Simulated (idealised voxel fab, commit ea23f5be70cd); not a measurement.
Title: Process Module voxel capacitor over wiring
Square cell edge 5 nm, section width 175 nm, ID cut.
How to read a cross-section here: the picture is a grid of square cells, written as bands going from the top down, and any band can span one or more rows of cells.
Band entry format. Leading values: height of top, height of bottom, nm. Remainder: materials in left-to-right order, each with its width in nm. Special words: "throughout" on a single material, which then fills the band edge to edge; "blank", empty space.
Heights are reckoned from 0. Under this level, the received wafer is all of one material. The bottommost band is open-ended downward, for example "0..down".
Per-row width for "30 to 40": begins at first number (top row of band), ends at second number (bottom row), increment between rows held constant.
Step marked "nothing different"? Then no cell in the cross-section changed in it.
Entry "Voids, sealed" = empty spaces >= 8 cells with no open way to the top; each as width x height at distance, distance from left edge, all nm.
Where a step's line continues beyond its settings, the continuation is a remark by the simulator itself on that step.
On any step carrying a mask, the "overlay nm" setting, if present on the step's line, tells how far right of its planned place the mask lay; negative values point to the left.
# Here's what the planned process steps look like
- 1: RECEIVE | material Si
- 2: CONFORMAL_DEP | material SiO2 | thk nm 10
- 3: DIRECTIONAL_DEP | material TiN | thk nm 5
- 4: DIRECTIONAL_DEP | material W | thk nm 15
- 5: PATTERN | tone cover | mask id METAL_1 | material resist | width nm 25 | pitch nm 75 | thk nm 20 | overlay nm 0
- 6: DIRECTIONAL_ETCH | etch materials W | depth nm 15
- 7: DIRECTIONAL_ETCH | etch materials TiN | depth nm 5
- 8: STRIP | etch materials resist
- 9: CONFORMAL_DEP | material SiCN | thk nm 5
- 10: FILL_DEP | material lowk | thk nm 5
- 11: CMP | height nm 30
- 12: CONFORMAL_DEP | material SiCN | thk nm 5
- 13: DIRECTIONAL_DEP | material lowk | thk nm 10
- 14: DIRECTIONAL_DEP | material aC | thk nm 15
- 15: PATTERN | tone open | mask id PLUG_1 | material resist | width nm 15 | thk nm 35 | overlay nm 0
- 16: DIRECTIONAL_ETCH | etch materials aC | depth nm 15
- 17: STRIP | etch materials resist
- 18: DIRECTIONAL_ETCH | etch materials lowk | depth nm 10
- 19: DIRECTIONAL_ETCH | etch materials SiCN | depth nm 5
- 20: STRIP | etch materials aC
- 21: EPI | material Ru | thk nm 10
- 22: EPI | material Ru | thk nm 5
- 23: DIRECTIONAL_DEP | material TiN | thk nm 5
- 24: DIRECTIONAL_DEP | material Al2O3 | thk nm 5
- 25: DIRECTIONAL_DEP | material TiN | thk nm 5
- 26: MASKED_ETCH | tone cover | mask id UPPER_PLATE | width nm 55 | etch materials TiN | depth nm 5 | overlay nm 0
- 27: MASKED_ETCH | tone cover | mask id UPPER_PLATE | width nm 55 | etch materials Al2O3 | depth nm 5 | overlay nm 0
- 28: PATTERN | tone cover | mask id LOWER_PLATE | material resist | width nm 55 | thk nm 20 | overlay nm 0
- 29: DIRECTIONAL_ETCH | etch materials TiN | depth nm 5
- 30: STRIP | etch materials resist
- 31: FILL_DEP | material SiO2 | thk nm 20
- 32: CMP | height nm 75
- 33: PATTERN | tone open | mask id PLUG_2 | material resist | width nm 15 | thk nm 20 | overlay nm 0
- 34: DIRECTIONAL_ETCH | etch materials SiO2 | depth nm 15
- 35: STRIP | etch materials resist
- 36: CONFORMAL_DEP | material TiN | thk nm 5
- 37: FILL_DEP | material W | thk nm 5
- 38: CMP | height nm 75
- 39: CONFORMAL_DEP | material SiCN | thk nm 5
The plan's step 28 width nm is the first wafer's value; the wafers differ in this setting and start identical.
# Cross-section: the first of several wafers in its as-received state, i.e. following step 1
	0..down | Si throughout
	Voids, sealed: none
# Tabulated below, wafer by wafer, are the end-of-module results: for each material, the number of cells gained (+) or lost (-) relative to the as-received state, followed by the closed voids
width nm 55; +11 Al2O3; +9 Ru; +104 SiCN; +238 SiO2; +39 TiN; +32 W; +127 lowk; Voids, sealed: none
width nm 60; +11 Al2O3; +9 Ru; +104 SiCN; +237 SiO2; +40 TiN; +32 W; +127 lowk; Voids, sealed: none
width nm 65; +11 Al2O3; +9 Ru; +104 SiCN; +236 SiO2; +41 TiN; +32 W; +127 lowk; Voids, sealed: none
width nm 70; +11 Al2O3; +9 Ru; +104 SiCN; +235 SiO2; +42 TiN; +32 W; +127 lowk; Voids, sealed: none
width nm 75; +11 Al2O3; +9 Ru; +104 SiCN; +234 SiO2; +43 TiN; +32 W; +127 lowk; Voids, sealed: none
width nm 80; +11 Al2O3; +9 Ru; +104 SiCN; +233 SiO2; +44 TiN; +32 W; +127 lowk; Voids, sealed: none
